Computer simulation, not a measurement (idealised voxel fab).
process module | voxel transistor to metal
cross-section cut | 195 nm wide | cells 5 nm
A cross-section is a grid of square cells, given in bands from the top down. A band is one or more rows of cells.
Each band's line starts with the height of the band's top and of its bottom, in nm. Then come its materials from left to right, each with its width in nm. One material with "throughout" fills the band from edge to edge. "air" is empty space.
Height 0 is the level under which the wafer as received is all one material. The lowest band goes on downwards, as in "0 down".
A width such as "30 to 40" changes by the same amount from each row of cells to the next, from the band's top row to its bottom row.
"no change" after a step means that no cell of the cross-section changed.
closed voids: empty space of 8 cells or more with no open way to the top, each as width x height at its distance from the left edge, in nm
after a step's settings: what the simulator itself notes on the step
overlay nm, on a step with a mask: how far to the right of its planned place the mask lay; to the left if negative
plan
1 op RECEIVE | material Si
2 op OXIDIZE | depth nm 5
3 op CONFORMAL_DEP | material SiN | thk nm 10
4 op DIRECTIONAL_DEP | material aC | thk nm 10
5 op PATTERN | tone cover | mask id ACTIVE | material resist | width nm 105 | thk nm 25 | overlay nm 0
6 op DIRECTIONAL_ETCH | etch materials aC | depth nm 10
7 op STRIP | etch materials resist
8 op DIRECTIONAL_ETCH | etch materials SiN | depth nm 10
9 op DIRECTIONAL_ETCH | etch materials SiO2 | depth nm 5
10 op DIRECTIONAL_ETCH | etch materials Si | depth nm 35
11 op STRIP | etch materials aC
12 op OXIDIZE | depth nm 5
13 op FILL_DEP | material SiO2 | thk nm 15
14 op CMP | height nm 10
15 op SELECTIVE_ETCH | etch materials SiO2 | depth nm 10
16 op STRIP | etch materials SiN
17 op SELECTIVE_ETCH | etch materials SiO2 | depth nm 5
18 op OXIDIZE | depth nm 5
19 op DIRECTIONAL_DEP | material polySi | thk nm 30
20 op DIRECTIONAL_DEP | material SiCN | thk nm 10
21 op DIRECTIONAL_DEP | material aC | thk nm 15
22 op PATTERN | tone cover | mask id GATE | material resist | width nm 35 | thk nm 35 | overlay nm 0
23 op DIRECTIONAL_ETCH | etch materials aC | depth nm 15
24 op STRIP | etch materials resist
25 op DIRECTIONAL_ETCH | etch materials SiCN | depth nm 20
26 op DIRECTIONAL_ETCH | etch materials polySi | depth nm 40
27 op STRIP | etch materials aC
28 op CONFORMAL_DEP | material SiO2 | thk nm 5
29 op DIRECTIONAL_ETCH | etch materials SiO2 | depth nm 5
30 op CONFORMAL_DEP | material SiN | thk nm 5
31 op DIRECTIONAL_ETCH | etch materials SiN | depth nm 5
32 op DIRECTIONAL_ETCH | etch materials SiO2 | depth nm 5
33 op DIRECTIONAL_ETCH | etch materials Si | depth nm 5
34 op EPI | material nSi | thk nm 10
35 op FILL_DEP | material SiO2 | thk nm 10
36 op CMP | height nm 25
37 op STRIP | etch materials polySi
38 op SELECTIVE_ETCH | etch materials SiO2 | depth nm 5
39 op CONFORMAL_DEP | material HfO2 | thk nm 5
40 op CONFORMAL_DEP | material TiN | thk nm 5
41 op FILL_DEP | material W | thk nm 5
42 op CMP | height nm 20
43 op DIRECTIONAL_DEP | material SiO2 | thk nm 10
44 op PATTERN | tone open | mask id CONTACT | material resist | width nm 15 | pitch nm 80 | thk nm 15 | overlay nm 0
45 op DIRECTIONAL_ETCH | etch materials SiO2 | depth nm 35
46 op STRIP | etch materials resist
47 op CONFORMAL_DEP | material TiN | thk nm 5
48 op FILL_DEP | material W | thk nm 10
49 op CMP | height nm 30
50 op DIRECTIONAL_DEP | material TiN | thk nm 5
51 op DIRECTIONAL_DEP | material Ru | thk nm 20
52 op PATTERN | tone cover | mask id METAL_1 | material resist | width nm 15 | pitch nm 80 | thk nm 15 | overlay nm 0
53 op DIRECTIONAL_ETCH | etch materials Ru | depth nm 20
54 op DIRECTIONAL_ETCH | etch materials TiN | depth nm 5
55 op STRIP | etch materials resist
56 op FILL_DEP | material lowk | thk nm 5
57 op CMP | height nm 55
58 op CONFORMAL_DEP | material SiCN | thk nm 5
59 op DIRECTIONAL_DEP | material SiO2 | thk nm 25
60 op PATTERN | tone open | mask id METAL_2 | material resist | width nm 15 | pitch nm 80 | thk nm 15 | overlay nm 0
61 op DIRECTIONAL_ETCH | etch materials SiO2 | depth nm 20
62 op STRIP | etch materials resist
63 op PATTERN | tone open | mask id METAL_2_HOLES | material resist | width nm 15 | pitch nm 80 | thk nm 15 | overlay nm 0
64 op DIRECTIONAL_ETCH | etch materials SiO2 | depth nm 15
65 op DIRECTIONAL_ETCH | etch materials SiCN | depth nm 5
66 op STRIP | etch materials resist
67 op CONFORMAL_DEP | material TiN | thk nm 5
68 op FILL_DEP | material Cu | thk nm 10
69 op CMP | height nm 95
70 op CONFORMAL_DEP | material SiCN | thk nm 5
varied across the wafers: thk nm of step 59. The plan shows the first wafer's value. All wafers start alike
first wafer as received, after step 1
  0 down: Si throughout
  closed voids: none
first wafer at the end, after step 70
  100 to 95: SiCN throughout
  95 to 90: Cu throughout
  90 to 85: TiN 55 | Cu 5 | TiN 75 | Cu 5 | TiN 55
  85 to 60: SiO2 50 | TiN 5 | Cu 5 | TiN 5 | SiO2 65 | TiN 5 | Cu 5 | TiN 5 | SiO2 50
  60 to 55: SiCN 50 | TiN 15 | SiCN 65 | TiN 15 | SiCN 50
  55 to 35: lowk 50 | Ru 15 | lowk 65 | Ru 15 | lowk 50
  35 to 30: lowk 50 | TiN 15 | lowk 65 | TiN 15 | lowk 50
  30 to 20: SiO2 50 | TiN 5 | W 5 | TiN 5 | SiO2 65 | TiN 5 | W 5 | TiN 5 | SiO2 50
  20 to 5: SiO2 50 | TiN 5 | W 5 | TiN 5 | SiO2 5 | SiN 5 | HfO2 5 | TiN 5 | W 25 | TiN 5 | HfO2 5 | SiN 5 | SiO2 5 | TiN 5 | W 5 | TiN 5 | SiO2 50
  5 to 0: SiO2 50 | TiN 15 | SiO2 5 | SiN 5 | HfO2 5 | TiN 5 | W 25 | TiN 5 | HfO2 5 | SiN 5 | SiO2 5 | TiN 15 | SiO2 50
  0 to -5: SiO2 50 | TiN 10 | nSi 10 | SiN 5 | HfO2 5 | TiN 35 | HfO2 5 | SiN 5 | nSi 10 | TiN 10 | SiO2 50
  -5 to -10: SiO2 45 | nSi 25 | SiO2 5 | HfO2 45 | SiO2 5 | nSi 25 | SiO2 45
  -10 to -15: SiO2 50 | nSi 20 | Si 55 | nSi 20 | SiO2 50
  -15 to -45: SiO2 50 | Si 95 | SiO2 50
  -45 down: Si throughout
  closed voids: none
last wafer at the end
  100 to 95: SiCN throughout
  95 to 80: SiO2 50 | TiN 5 | Cu 5 | TiN 5 | SiO2 65 | TiN 5 | Cu 5 | TiN 5 | SiO2 50
  80 to 75: SiO2 50 | TiN 15 | SiO2 65 | TiN 15 | SiO2 50
  75 to 60: SiO2 throughout
  60 to 55: SiCN throughout
  55 to 35: lowk 50 | Ru 15 | lowk 65 | Ru 15 | lowk 50
  35 to 30: lowk 50 | TiN 15 | lowk 65 | TiN 15 | lowk 50
  30 to 20: SiO2 50 | TiN 5 | W 5 | TiN 5 | SiO2 65 | TiN 5 | W 5 | TiN 5 | SiO2 50
  20 to 5: SiO2 50 | TiN 5 | W 5 | TiN 5 | SiO2 5 | SiN 5 | HfO2 5 | TiN 5 | W 25 | TiN 5 | HfO2 5 | SiN 5 | SiO2 5 | TiN 5 | W 5 | TiN 5 | SiO2 50
  5 to 0: SiO2 50 | TiN 15 | SiO2 5 | SiN 5 | HfO2 5 | TiN 5 | W 25 | TiN 5 | HfO2 5 | SiN 5 | SiO2 5 | TiN 15 | SiO2 50
  0 to -5: SiO2 50 | TiN 10 | nSi 10 | SiN 5 | HfO2 5 | TiN 35 | HfO2 5 | SiN 5 | nSi 10 | TiN 10 | SiO2 50
  -5 to -10: SiO2 45 | nSi 25 | SiO2 5 | HfO2 45 | SiO2 5 | nSi 25 | SiO2 45
  -10 to -15: SiO2 50 | nSi 20 | Si 55 | nSi 20 | SiO2 50
  -15 to -45: SiO2 50 | Si 95 | SiO2 50
  -45 down: Si throughout
  closed voids: none
each wafer at the end: cells of each material gained (+) or lost (-) since it was received, then its closed voids
thk nm 25 | +51 Cu | +19 HfO2 | +24 Ru | -226 Si | +72 SiCN | +10 SiN | +499 SiO2 | +114 TiN | +30 W | +165 lowk | +22 nSi | closed voids: none
thk nm 30 | +14 Cu | +19 HfO2 | +24 Ru | -226 Si | +72 SiCN | +10 SiN | +532 SiO2 | +118 TiN | +30 W | +165 lowk | +22 nSi | closed voids: none
thk nm 35 | +14 Cu | +19 HfO2 | +24 Ru | -226 Si | +72 SiCN | +10 SiN | +565 SiO2 | +85 TiN | +30 W | +165 lowk | +22 nSi | closed voids: none
thk nm 40 | +10 Cu | +19 HfO2 | +24 Ru | -226 Si | +78 SiCN | +10 SiN | +571 SiO2 | +77 TiN | +30 W | +165 lowk | +22 nSi | closed voids: none
thk nm 45 | +8 Cu | +19 HfO2 | +24 Ru | -226 Si | +78 SiCN | +10 SiN | +577 SiO2 | +73 TiN | +30 W | +165 lowk | +22 nSi | closed voids: none
thk nm 50 | +6 Cu | +19 HfO2 | +24 Ru | -226 Si | +78 SiCN | +10 SiN | +583 SiO2 | +69 TiN | +30 W | +165 lowk | +22 nSi | closed voids: none
